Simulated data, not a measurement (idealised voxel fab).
Title: Process Module voxel gate over fins
Displayed cross-section: cut, width of 170 nm, square cells sized 5 nm.
Cross-section spec: square-cell grid; bands listed top down; each band is one or more rows. Each band's line starts with the height of the band's top and of its bottom, in nm. Then come its materials from left to right, each with its width in nm. One material with "everywhere" fills the band from edge to edge. "air" is empty space. Heights are measured from 0, the level below which the as-received wafer is all one material; the lowest band has no bottom and continues downward, written as in "0 and below". Width: "30..40" (first number = top row, second number = bottom row, same change from row to row of cells). Step note "no change" = no cross-section cell changed. What "Voids, sealed" gives you is every empty space of 8 cells or more that is cut off from the top. Each appears as width x height at distance, with the distance taken from the left edge and width, height and distance all in nm. Where a step's line continues beyond its settings, the continuation is a remark by the simulator itself on that step. overlay nm: on a step with a mask, how far right of its planned place the mask lay; negative means left.

-- Process steps - plan
1: RECEIVE,material Si
2: CONFORMAL_DEP,material SiN,thk nm 5
3: DIRECTIONAL_DEP,material aC,thk nm 10
4: PATTERN,tone cover,mask id FINS,material resist,width nm 15,pitch nm 55,thk nm 30,overlay nm 0
5: DIRECTIONAL_ETCH,etch materials aC,depth nm 10
6: STRIP,etch materials resist
7: DIRECTIONAL_ETCH,etch materials SiN,depth nm 5
8: DIRECTIONAL_ETCH,etch materials Si,depth nm 30
9: STRIP,etch materials aC
10: OXIDIZE,depth nm 5
11: FILL_DEP,material SiO2,thk nm 5
12: CMP,height nm 5
13: MASKED_ETCH,tone open,mask id RAIL,width nm 15,etch materials SiO2,depth nm 30,overlay nm 0
14: CONFORMAL_DEP,material TiN,thk nm 5
15: FILL_DEP,material W,thk nm 5
16: CMP,height nm 5
17: SELECTIVE_ETCH,etch materials W Ru TiN,depth nm 25
18: FILL_DEP,material SiO2,thk nm 5
19: CMP,height nm 5
20: SELECTIVE_ETCH,etch materials SiO2,depth nm 20
21: STRIP,etch materials SiN
22: CONFORMAL_DEP,material HfO2,thk nm 5
23: CONFORMAL_DEP,material TiN,thk nm 5
24: FILL_DEP,material W,thk nm 15
25: CMP,height nm 20
26: CONFORMAL_DEP,material SiN,thk nm 10

-- Wafer as received: cross-section following step 1
	0 and below  Si everywhere
	Voids, sealed: none

-- Wafer cross-section at module end: first of two, run to plan
	30 down to 20  SiN everywhere
	20 down to 10  W everywhere
	10 down to 5  15 nm W; 25 nm TiN; 30 nm W; 25 nm TiN; 30 nm W; 25 nm TiN; 20 nm W
	5 down to 0  15 nm W; 5 nm TiN; 15 nm HfO2; 5 nm TiN; 30 nm W; 5 nm TiN; 15 nm HfO2; 5 nm TiN; 30 nm W; 5 nm TiN; 15 nm HfO2; 5 nm TiN; 20 nm W
	0 down to -5  15 nm W; 5 nm TiN; 5 nm HfO2; 5 nm Si; 5 nm HfO2; 5 nm TiN; 30 nm W; 5 nm TiN; 5 nm HfO2; 5 nm Si; 5 nm HfO2; 5 nm TiN; 30 nm W; 5 nm TiN; 5 nm HfO2; 5 nm Si; 5 nm HfO2; 5 nm TiN; 20 nm W
	-5 down to -10  20 nm TiN; 5 nm HfO2; 5 nm Si; 5 nm HfO2; 40 nm TiN; 5 nm HfO2; 5 nm Si; 5 nm HfO2; 40 nm TiN; 5 nm HfO2; 5 nm Si; 5 nm HfO2; 25 nm TiN
	-10 down to -15  25 nm HfO2; 5 nm Si; 50 nm HfO2; 5 nm Si; 50 nm HfO2; 5 nm Si; 30 nm HfO2
	-15 down to -20  25 nm SiO2; 5 nm Si; 50 nm SiO2; 5 nm Si; 50 nm SiO2; 5 nm Si; 30 nm SiO2
	-20 down to -25  25 nm SiO2; 5 nm Si; 15 nm SiO2; 15 nm TiN; 20 nm SiO2; 5 nm Si; 50 nm SiO2; 5 nm Si; 30 nm SiO2
	-25 down to -35  25 nm SiO2; 5 nm Si; 50 nm SiO2; 5 nm Si; 50 nm SiO2; 5 nm Si; 30 nm SiO2
	-35 and below  Si everywhere
	Voids, sealed: none

-- Cross-section of the latter of the two wafers at module completion. It had an identical start and an identical plan to the former; in running it, one mistake was made
	30 down to 20  SiN everywhere
	20 down to 5  W everywhere
	5 down to 0  20 nm W; 15 nm TiN; 40 nm W; 15 nm TiN; 40 nm W; 15 nm TiN; 25 nm W
	0 down to -10  20 nm W; 5 nm TiN; 5 nm Si; 5 nm TiN; 40 nm W; 5 nm TiN; 5 nm Si; 5 nm TiN; 40 nm W; 5 nm TiN; 5 nm Si; 5 nm TiN; 25 nm W
	-10 down to -15  25 nm TiN; 5 nm Si; 50 nm TiN; 5 nm Si; 50 nm TiN; 5 nm Si; 30 nm TiN
	-15 down to -20  25 nm SiO2; 5 nm Si; 50 nm SiO2; 5 nm Si; 50 nm SiO2; 5 nm Si; 30 nm SiO2
	-20 down to -25  25 nm SiO2; 5 nm Si; 15 nm SiO2; 15 nm TiN; 20 nm SiO2; 5 nm Si; 50 nm SiO2; 5 nm Si; 30 nm SiO2
	-25 down to -35  25 nm SiO2; 5 nm Si; 50 nm SiO2; 5 nm Si; 50 nm SiO2; 5 nm Si; 30 nm SiO2
	-35 and below  Si everywhere
	Voids, sealed: none
Plan not followed: step 22 was left out
The closing comparison, in cells, has the second wafer with more or fewer of some materials than the first: HfO2 -52, W +52
